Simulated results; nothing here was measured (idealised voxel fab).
process module | voxel self aligned contacts
cross-section cut | 295 nm wide | cells 5 nm
A cross-section is a grid of square cells, given in bands from the top down. A band is one or more rows of cells.
Each band's line starts with the height of the band's top and of its bottom, in nm. Then come its materials from left to right, each with its width in nm. One material with "throughout" fills the band from edge to edge. "air" is empty space.
Height 0 is the level under which the wafer as received is all one material. The lowest band goes on downwards, as in "0 down".
A width such as "30 to 40" changes by the same amount from each row of cells to the next, from the band's top row to its bottom row.
"no change" after a step means that no cell of the cross-section changed.
closed voids: empty space of 8 cells or more with no open way to the top, each as width x height at its distance from the left edge, in nm
after a step's settings: what the simulator itself notes on the step
overlay nm, on a step with a mask: how far to the right of its planned place the mask lay; to the left if negative
plan
1 op RECEIVE | material Si
2 op CONFORMAL_DEP | material SiO2 | thk nm 5
3 op DIRECTIONAL_DEP | material polySi | thk nm 20
4 op DIRECTIONAL_DEP | material SiN | thk nm 20
5 op DIRECTIONAL_DEP | material aC | thk nm 10
6 op PATTERN | tone cover | mask id GATE | material resist | width nm 30 | pitch nm 75 | thk nm 25 | overlay nm 0
7 op DIRECTIONAL_ETCH | etch materials aC | depth nm 10
8 op STRIP | etch materials resist
9 op DIRECTIONAL_ETCH | etch materials SiN | depth nm 20
10 op DIRECTIONAL_ETCH | etch materials polySi | depth nm 20
11 op STRIP | etch materials aC
12 op CONFORMAL_DEP | material SiN | thk nm 10
13 op DIRECTIONAL_ETCH | etch materials SiN | depth nm 10
14 op FILL_DEP | material SiO2 | thk nm 20
15 op CMP | height nm 55
16 op DIRECTIONAL_DEP | material aC | thk nm 15
17 op PATTERN | tone open | mask id CONTACT | material resist | width nm 55 | thk nm 30 | overlay nm 0
18 op DIRECTIONAL_ETCH | etch materials aC | depth nm 15
19 op STRIP | etch materials resist
20 op DIRECTIONAL_ETCH | etch materials SiO2 | depth nm 55
21 op STRIP | etch materials aC
22 op CONFORMAL_DEP | material TiN | thk nm 5
23 op FILL_DEP | material W | thk nm 5
24 op CMP | height nm 55
25 op CONFORMAL_DEP | material SiN | thk nm 5
as received, after step 1
  0 down: Si throughout
  closed voids: none
first wafer at the end, as planned
  60 to 55: SiN throughout
  55 to 45: SiO2 120 | TiN 5 to 20 | W 45 to 15 | TiN 5 to 20 | SiO2 120
  45 to 25: SiO2 85 | SiN 50 | TiN 5 | W 15 | TiN 5 | SiN 50 | SiO2 85
  25 to 5: SiO2 85 | SiN 10 | polySi 30 | SiN 10 | TiN 5 | W 15 | TiN 5 | SiN 10 | polySi 30 | SiN 10 | SiO2 85
  5 to 0: SiO2 135 | TiN 25 | SiO2 135
  0 down: Si throughout
  closed voids: none
second wafer at the end: like start, like plan, one mistake
  60 to 55: SiN throughout
  55 to 50: SiO2 120 | TiN 25 | W 5 | TiN 25 | SiO2 120
  50 to 25: SiO2 80 | SiN 60 | TiN 5 | W 5 | TiN 5 | SiN 60 | SiO2 80
  25 to 15: SiO2 80 | SiN 15 | polySi 30 | SiN 15 | TiN 5 | W 5 | TiN 5 | SiN 15 | polySi 30 | SiN 15 | SiO2 80
  15 to 10: SiO2 80 | SiN 15 | polySi 30 | SiN 15 | TiN 15 | SiN 15 | polySi 30 | SiN 15 | SiO2 80
  10 to 5: SiN 95 | polySi 30 | SiN 45 | polySi 30 | SiN 95
  5 to 0: SiO2 throughout
  0 down: Si throughout
  closed voids: none
what went wrong: step 12 ran as: op CONFORMAL_DEP | material SiN | thk nm 15
at the end the second wafer has, in cells: 91 more of SiN | 59 fewer of SiO2 | 4 fewer of TiN | 28 fewer of W
